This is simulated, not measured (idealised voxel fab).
process module | voxel air gaps
cross-section cut | 175 nm wide | cells 5 nm
A cross-section is a grid of square cells, given in bands from the top down. A band is one or more rows of cells.
Each band's line starts with the height of the band's top and of its bottom, in nm. Then come its materials from left to right, each with its width in nm. One material with "throughout" fills the band from edge to edge. "air" is empty space.
Height 0 is the level under which the wafer as received is all one material. The lowest band goes on downwards, as in "0 down".
A width such as "30 to 40" changes by the same amount from each row of cells to the next, from the band's top row to its bottom row.
"no change" after a step means that no cell of the cross-section changed.
closed voids: empty space of 8 cells or more with no open way to the top, each as width x height at its distance from the left edge, in nm
after a step's settings: what the simulator itself notes on the step
overlay nm, on a step with a mask: how far to the right of its planned place the mask lay; to the left if negative
plan
1 op RECEIVE | material Si
2 op CONFORMAL_DEP | material SiO2 | thk nm 15
3 op CONFORMAL_DEP | material SiN | thk nm 5
4 op DIRECTIONAL_DEP | material SiO2 | thk nm 35
5 op MASKED_ETCH | tone open | mask id LINES | width nm 15 | pitch nm 40 | etch materials SiO2 | depth nm 35 | overlay nm -5
6 op CONFORMAL_DEP | material TiN | thk nm 5
7 op FILL_DEP | material Cu | thk nm 10
8 op CMP | height nm 55
9 op EPI | material Ru | thk nm 10
10 op SELECTIVE_ETCH | etch materials SiO2 | depth nm 45
11 op CONFORMAL_DEP | material SiCN | thk nm 5
varied across the wafers: overlay nm of step 5. The plan shows the first wafer's value. All wafers start alike
first wafer as received, after step 1
  0 down: Si throughout
  closed voids: none
each wafer at the end: cells of each material gained (+) or lost (-) since it was received, then its closed voids
overlay nm -5 | +24 Cu | +56 Ru | +127 SiCN | +35 SiN | +105 SiO2 | +60 TiN | closed voids: 10 x 25 at 0; 15 x 25 at 35; 15 x 25 at 75; 15 x 25 at 115
overlay nm 0 | +24 Cu | +56 Ru | +127 SiCN | +35 SiN | +105 SiO2 | +60 TiN | closed voids: 15 x 25 at 40; 15 x 25 at 80; 15 x 25 at 120
overlay nm 5 | +24 Cu | +56 Ru | +127 SiCN | +35 SiN | +105 SiO2 | +60 TiN | closed voids: 15 x 25 at 45; 15 x 25 at 85; 15 x 25 at 125; 10 x 25 at 165
